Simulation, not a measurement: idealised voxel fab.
Process module, titled voxel ribs on slabs
Cross-sectional view cut (width: 245 nm; square cell size: 5 nm).
Bands, listed from the top down, are how a cross-section gets written in this document; the cross-section itself is a grid of square cells, and a band is one or more rows of them.
Heads up on the band format: heights come first, top then bottom, in nm. After that it's the materials left to right, each with its width in nm. A single material flagged "everywhere" fills the whole band edge to edge, and "air" means there's empty space there.
All heights in this document are referenced to 0, defined as the level beneath which the wafer, as received, consists entirely of one material. The lowest band is not bounded below; it extends indefinitely downward and is written in the form "0..down".
Per-row width for "30..40": begins at first number (top row of band), ends at second number (bottom row), increment between rows held constant.
It should be understood that the words "no modification", when stated for a given step, signify that the cross-section underwent no change in any of its cells during that step.
The list in "closed voids" covers empty spaces of 8 cells or more that cannot reach the top through any open way, and it gives each as width x height at distance; the distance is from the left edge, and width, height and distance are in nm.
The remark found on a step's line after its settings is issued by the simulator itself and pertains to that step.
"overlay nm" answers the question of how far to the right of plan the mask lay on a step that has a mask, and when it is negative the answer is to the left.
[The following list gives the planned process steps]
1 RECEIVE (material Si)
2 DIRECTIONAL_DEP (material SiO2; thk nm 20)
3 DIRECTIONAL_DEP (material polySi; thk nm 25)
4 MASKED_ETCH (tone cover; mask id RIB; width nm 30; etch materials polySi; depth nm 5; overlay nm 0)
5 DIRECTIONAL_DEP (material aC; thk nm 15)
6 PATTERN (tone cover; mask id SLAB; material resist; width nm 70; thk nm 30; overlay nm 0)
7 DIRECTIONAL_ETCH (etch materials aC; depth nm 15)
8 STRIP (etch materials resist)
9 DIRECTIONAL_ETCH (etch materials polySi; depth nm 20)
10 STRIP (etch materials aC)
11 FILL_DEP (material SiO2; thk nm 25)
12 CMP (height nm 65)
13 DIRECTIONAL_DEP (material W; thk nm 10)
14 PATTERN (tone cover; mask id HEATER; material resist; width nm 40; thk nm 15; overlay nm 0)
15 DIRECTIONAL_ETCH (etch materials W; depth nm 10)
16 STRIP (etch materials resist)
17 CONFORMAL_DEP (material SiO2; thk nm 10)
[Wafer cross-section on receipt, i.e. after step 1]
0..down = Si everywhere
closed voids: none
[The cross-section shown corresponds to the wafer at the conclusion of the module. The initial structure and the process plan are those presented above; however, one mistake occurred in executing the plan]
85..75 = air=90  SiO2=60  air=95
75..65 = SiO2=100  W=40  SiO2=105
65..45 = SiO2 everywhere
45..40 = SiO2=85  polySi=20  SiO2=30  polySi=20  SiO2=90
40..25 = SiO2=85  polySi=70  SiO2=90
25..20 = polySi everywhere
20..0 = SiO2 everywhere
0..down = Si everywhere
closed voids: none
In executing the process, a mistake was made relative to the plan: so step 4 ended up running with a different setting than we planned, it ran as MASKED_ETCH (tone open; mask id RIB; width nm 30; etch materials polySi; depth nm 5; overlay nm 0)
